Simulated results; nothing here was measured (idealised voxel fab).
process module | voxel transistor to metal
cross-section cut | 175 nm wide | cells 5 nm
A cross-section is a grid of square cells, given in bands from the top down. A band is one or more rows of cells.
Each band's line starts with the height of the band's top and of its bottom, in nm. Then come its materials from left to right, each with its width in nm. One material with "throughout" fills the band from edge to edge. "air" is empty space.
Height 0 is the level under which the wafer as received is all one material. The lowest band goes on downwards, as in "0 down".
A width such as "30 to 40" changes by the same amount from each row of cells to the next, from the band's top row to its bottom row.
"no change" after a step means that no cell of the cross-section changed.
closed voids: empty space of 8 cells or more with no open way to the top, each as width x height at its distance from the left edge, in nm
after a step's settings: what the simulator itself notes on the step
overlay nm, on a step with a mask: how far to the right of its planned place the mask lay; to the left if negative
plan
1 op RECEIVE | material Si
2 op OXIDIZE | depth nm 5
3 op CONFORMAL_DEP | material SiN | thk nm 15
4 op PATTERN | tone cover | mask id ACTIVE | material resist | width nm 135 | thk nm 20 | overlay nm 0
5 op DIRECTIONAL_ETCH | etch materials SiN | depth nm 15
6 op DIRECTIONAL_ETCH | etch materials SiO2 | depth nm 5
7 op DIRECTIONAL_ETCH | etch materials Si | depth nm 25
8 op STRIP | etch materials resist
9 op FILL_DEP | material SiO2 | thk nm 15
10 op CMP | height nm 15
11 op SELECTIVE_ETCH | etch materials SiO2 | depth nm 10
12 op STRIP | etch materials SiN
13 op SELECTIVE_ETCH | etch materials SiO2 | depth nm 5
14 op OXIDIZE | depth nm 5
15 op DIRECTIONAL_DEP | material polySi | thk nm 30
16 op DIRECTIONAL_DEP | material SiCN | thk nm 15
17 op PATTERN | tone cover | mask id GATE | material resist | width nm 25 | thk nm 20 | overlay nm 0
18 op DIRECTIONAL_ETCH | etch materials SiCN | depth nm 25
19 op DIRECTIONAL_ETCH | etch materials polySi | depth nm 40
20 op STRIP | etch materials resist
21 op CONFORMAL_DEP | material SiO2 | thk nm 5
22 op DIRECTIONAL_ETCH | etch materials SiO2 | depth nm 5
23 op CONFORMAL_DEP | material SiN | thk nm 10
24 op DIRECTIONAL_ETCH | etch materials SiN | depth nm 10
25 op DIRECTIONAL_ETCH | etch materials SiO2 | depth nm 5
26 op DIRECTIONAL_ETCH | etch materials Si | depth nm 15
27 op EPI | material nSi | thk nm 15
28 op FILL_DEP | material SiO2 | thk nm 5
29 op CMP | height nm 25
30 op STRIP | etch materials polySi
31 op SELECTIVE_ETCH | etch materials SiO2 | depth nm 5
32 op CONFORMAL_DEP | material HfO2 | thk nm 5
33 op CONFORMAL_DEP | material TiN | thk nm 5
34 op FILL_DEP | material W | thk nm 5
35 op CMP | height nm 20
36 op DIRECTIONAL_DEP | material SiO2 | thk nm 10
37 op MASKED_ETCH | tone open | mask id CONTACT | width nm 20 | pitch nm 95 | etch materials SiO2 | depth nm 25 | overlay nm 0
38 op CONFORMAL_DEP | material TiN | thk nm 5
39 op FILL_DEP | material W | thk nm 10
40 op CMP | height nm 30
41 op DIRECTIONAL_DEP | material TiN | thk nm 5
42 op DIRECTIONAL_DEP | material W | thk nm 15
43 op DIRECTIONAL_DEP | material aC | thk nm 10
44 op PATTERN | tone cover | mask id METAL_1 | material resist | width nm 20 | pitch nm 95 | thk nm 30 | overlay nm 0
45 op DIRECTIONAL_ETCH | etch materials aC | depth nm 10
46 op STRIP | etch materials resist
47 op DIRECTIONAL_ETCH | etch materials W | depth nm 15
48 op DIRECTIONAL_ETCH | etch materials TiN | depth nm 5
49 op STRIP | etch materials aC
50 op CONFORMAL_DEP | material SiCN | thk nm 5
51 op FILL_DEP | material lowk | thk nm 10
52 op CMP | height nm 50
53 op CONFORMAL_DEP | material SiCN | thk nm 5
varied across the wafers: width nm of step 17. The plan shows the first wafer's value. All wafers start alike
first wafer as received, after step 1
  0 down: Si throughout
  closed voids: none
first wafer at the end, after step 53
  55 to 50: SiCN throughout
  50 to 35: lowk 25 | SiCN 5 | W 20 | SiCN 5 | lowk 65 | SiCN 5 | W 20 | SiCN 5 | lowk 25
  35 to 30: SiCN 30 | TiN 20 | SiCN 75 | TiN 20 | SiCN 30
  30 to 20: SiO2 30 | TiN 5 | W 10 | TiN 5 | SiO2 75 | TiN 5 | W 10 | TiN 5 | SiO2 30
  20 to 10: SiO2 30 | TiN 5 | W 10 | TiN 5 | SiO2 10 | SiN 10 | HfO2 5 | TiN 5 | W 15 | TiN 5 | HfO2 5 | SiN 10 | SiO2 10 | TiN 5 | W 10 | TiN 5 | SiO2 30
  10 to 5: SiO2 30 | TiN 20 | SiO2 10 | SiN 10 | HfO2 5 | TiN 5 | W 15 | TiN 5 | HfO2 5 | SiN 10 | SiO2 10 | TiN 20 | SiO2 30
  5 to 0: SiO2 25 | nSi 35 | SiN 10 | HfO2 5 | TiN 5 | W 15 | TiN 5 | HfO2 5 | SiN 10 | nSi 35 | SiO2 25
  0 to -5: SiO2 20 | SiN 10 | nSi 30 | SiN 10 | HfO2 5 | TiN 25 | HfO2 5 | SiN 10 | nSi 30 | SiN 10 | SiO2 20
  -5 to -10: SiO2 30 | nSi 30 | SiO2 10 | HfO2 35 | SiO2 10 | nSi 30 | SiO2 30
  -10 to -25: SiO2 20 | Si 10 | nSi 30 | Si 55 | nSi 30 | Si 10 | SiO2 20
  -25 to -30: SiO2 20 | Si 135 | SiO2 20
  -30 down: Si throughout
  closed voids: none
last wafer at the end
  55 to 50: SiCN throughout
  50 to 35: lowk 25 | SiCN 5 | W 20 | SiCN 5 | lowk 65 | SiCN 5 | W 20 | SiCN 5 | lowk 25
  35 to 30: SiCN 30 | TiN 20 | SiCN 75 | TiN 20 | SiCN 30
  30 to 20: SiO2 30 | TiN 5 | W 10 | TiN 5 | SiO2 75 | TiN 5 to 10 | W 10 to 5 | TiN 5 | SiO2 30
  20 to 10: SiO2 30 | TiN 5 | W 10 | TiN 5 | SiN 10 | HfO2 5 | TiN 5 | W 40 | TiN 5 | HfO2 5 | SiN 10 | TiN 5 | W 5 | TiN 5 | SiO2 30
  10 to 5: SiO2 30 | TiN 20 | SiN 10 | HfO2 5 | TiN 5 | W 40 | TiN 5 | HfO2 5 | SiN 10 | TiN 15 | SiO2 30
  5 to 0: SiO2 25 | nSi 25 | SiN 10 | HfO2 5 | TiN 5 | W 40 | TiN 5 | HfO2 5 | SiN 10 | nSi 20 | SiO2 25
  0 to -5: SiO2 20 | SiN 10 | nSi 20 | SiN 10 | HfO2 5 | TiN 50 | HfO2 5 | SiN 10 | nSi 15 | SiN 10 | SiO2 20
  -5 to -10: SiO2 30 | nSi 20 | SiO2 10 | HfO2 60 | SiO2 10 | nSi 15 | SiO2 30
  -10 to -25: SiO2 20 | Si 10 | nSi 20 | Si 80 | nSi 15 | Si 10 | SiO2 20
  -25 to -30: SiO2 20 | Si 135 | SiO2 20
  -30 down: Si throughout
  closed voids: none
each wafer at the end: cells of each material gained (+) or lost (-) since it was received, then its closed voids
width nm 25 | +17 HfO2 | -138 Si | +74 SiCN | +24 SiN | +168 SiO2 | +45 TiN | +52 W | +69 lowk | +74 nSi | closed voids: none
width nm 30 | +18 HfO2 | -135 Si | +74 SiCN | +24 SiN | +165 SiO2 | +46 TiN | +56 W | +69 lowk | +68 nSi | closed voids: none
width nm 35 | +19 HfO2 | -132 Si | +74 SiCN | +24 SiN | +162 SiO2 | +47 TiN | +60 W | +69 lowk | +62 nSi | closed voids: none
width nm 40 | +20 HfO2 | -129 Si | +74 SiCN | +24 SiN | +159 SiO2 | +48 TiN | +64 W | +69 lowk | +56 nSi | closed voids: none
width nm 45 | +21 HfO2 | -126 Si | +74 SiCN | +24 SiN | +156 SiO2 | +49 TiN | +68 W | +69 lowk | +50 nSi | closed voids: none
width nm 50 | +22 HfO2 | -123 Si | +74 SiCN | +24 SiN | +156 SiO2 | +50 TiN | +69 W | +69 lowk | +44 nSi | closed voids: none
